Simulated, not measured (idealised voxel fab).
Presented below is a process module, voxel transistor to metal.
The cross-section shown here is cut; it is 200 nm wide and divided into square cells measuring 5 nm on a side.
We lay out every cross-section as a grid of square cells and spell it out in bands from the top down, where one band means one or more rows of cells. Basically the band line says how high the top is and how high the bottom is, in nm, and then what's in it from left to right, every material with its width in nm. Empty space shows up as "empty", and if a single material carries "full width" it runs the full band edge to edge. Below 0: as-received wafer, all one material; heights counted from there. Lowest band: no bottom, goes on down, written "0 and below". A width given as "30->40" starts at the first number in the band's top row and ends at the second number in its bottom row, shifting by an equal amount at every step from row to row. What does "no modification" mean for a step? It means no cell of the cross-section changed in that step. In the "Sealed void list" entry, you get each enclosed empty space of 8 cells or more, one with no open way to the top, written width x height at distance, distance from the left edge, in nm. It should be noted that, on the line of a given step, the content following the step's settings is a remark produced by the simulator itself with respect to that step. "overlay nm" denotes, for a step that has a mask, the displacement of the mask to the right of its planned place, with negative values corresponding to the left.

## Here's what the planned process steps look like
1. op RECEIVE | material Si
2. op OXIDIZE | depth nm 5
3. op CONFORMAL_DEP | material SiN | thk nm 15
4. op PATTERN | tone cover | mask id ACTIVE | material resist | width nm 125 | thk nm 15 | overlay nm 0
5. op DIRECTIONAL_ETCH | etch materials SiN | depth nm 15
6. op DIRECTIONAL_ETCH | etch materials SiO2 | depth nm 5
7. op DIRECTIONAL_ETCH | etch materials Si | depth nm 25
8. op STRIP | etch materials resist
9. op OXIDIZE | depth nm 5
10. op FILL_DEP | material SiO2 | thk nm 10
11. op CMP | height nm 15
12. op SELECTIVE_ETCH | etch materials SiO2 | depth nm 10
13. op STRIP | etch materials SiN
14. op SELECTIVE_ETCH | etch materials SiO2 | depth nm 5
15. op OXIDIZE | depth nm 5
16. op DIRECTIONAL_DEP | material polySi | thk nm 20
17. op DIRECTIONAL_DEP | material SiCN | thk nm 15
18. op PATTERN | tone cover | mask id GATE | material resist | width nm 35 | thk nm 15 | overlay nm 0
19. op DIRECTIONAL_ETCH | etch materials SiCN | depth nm 25
20. op DIRECTIONAL_ETCH | etch materials polySi | depth nm 30
21. op STRIP | etch materials resist
22. op CONFORMAL_DEP | material SiN | thk nm 10
23. op DIRECTIONAL_ETCH | etch materials SiN | depth nm 10
24. op DIRECTIONAL_ETCH | etch materials SiO2 | depth nm 5
25. op DIRECTIONAL_ETCH | etch materials Si | depth nm 10
26. op EPI | material SiGe | thk nm 10
27. op FILL_DEP | material SiO2 | thk nm 5
28. op CMP | height nm 15
29. op STRIP | etch materials polySi
30. op SELECTIVE_ETCH | etch materials SiO2 | depth nm 5
31. op CONFORMAL_DEP | material HfO2 | thk nm 5
32. op CONFORMAL_DEP | material TiN | thk nm 5
33. op FILL_DEP | material W | thk nm 10
34. op CMP | height nm 10
35. op DIRECTIONAL_DEP | material SiO2 | thk nm 10
36. op MASKED_ETCH | tone open | mask id CONTACT | width nm 15 | pitch nm 90 | etch materials SiO2 | depth nm 30 | overlay nm 0
37. op CONFORMAL_DEP | material TiN | thk nm 5
38. op FILL_DEP | material W | thk nm 10
39. op CMP | height nm 20
40. op CONFORMAL_DEP | material SiN | thk nm 5
41. op DIRECTIONAL_DEP | material SiO2 | thk nm 20
42. op PATTERN | tone open | mask id METAL_1 | material resist | width nm 15 | pitch nm 90 | thk nm 20 | overlay nm 0
43. op DIRECTIONAL_ETCH | etch materials SiO2 | depth nm 20
44. op DIRECTIONAL_ETCH | etch materials SiN | depth nm 5
45. op STRIP | etch materials resist
46. op CONFORMAL_DEP | material TiN | thk nm 5
47. op FILL_DEP | material Cu | thk nm 5
48. op CMP | height nm 45
49. op CONFORMAL_DEP | material SiN | thk nm 5

## Cross-section of the wafer as it came to us, i.e., already through step 1
	0 and below: Si full width
	Sealed void list: none

## End state of the module in cross-section, given the above starting point and plan and one mistake in execution
	50 down to 45: SiN full width
	45 down to 25: SiO2: 45, then TiN: 5, then Cu: 5, then TiN: 5, then SiO2: 75, then TiN: 5, then Cu: 5, then TiN: 5, then SiO2: 50
	25 down to 20: SiN: 45, then TiN: 15, then SiN: 75, then TiN: 15, then SiN: 50
	20 down to 10: SiO2: 45, then TiN: 5, then W: 5, then TiN: 5, then SiO2: 75, then TiN: 5, then W: 5, then TiN: 5, then SiO2: 50
	10 down to 5: SiO2: 45, then TiN: 5, then W: 5, then TiN: 5, then SiO2: 5, then SiN: 10, then HfO2: 5, then TiN: 5, then W: 15, then TiN: 5, then HfO2: 5, then SiN: 10, then SiO2: 15, then TiN: 5, then W: 5, then TiN: 5, then SiO2: 50
	5 down to 0: SiO2: 45, then TiN: 15, then SiO2: 5, then SiN: 10, then HfO2: 5, then TiN: 5, then W: 15, then TiN: 5, then HfO2: 5, then SiN: 10, then SiO2: 15, then TiN: 5, then W: 5, then TiN: 5, then SiO2: 50
	0 down to -5: SiO2: 30, then SiN: 10, then SiO2: 5, then TiN: 10, then SiGe: 10, then SiN: 10, then HfO2: 5, then TiN: 25, then HfO2: 5, then SiN: 10, then SiGe: 10, then SiO2: 5, then TiN: 5, then W: 5, then TiN: 5, then SiO2: 5, then SiN: 10, then SiO2: 35
	-5 down to -10: SiO2: 45, then TiN: 10, then SiGe: 10, then SiO2: 5, then HfO2: 45, then SiO2: 5, then SiGe: 10, then SiO2: 5, then TiN: 15, then SiO2: 50
	-10 down to -20: SiO2: 40, then SiGe: 25, then Si: 55, then SiGe: 35, then SiO2: 45
	-20 down to -35: SiO2: 40, then Si: 115, then SiO2: 45
	-35 and below: Si full width
	Sealed void list: none
What was done differently from what was planned? step 18 was processed under conditions differing from the plan, specifically as op PATTERN | tone cover | mask id GATE | material resist | width nm 35 | thk nm 15 | overlay nm -5
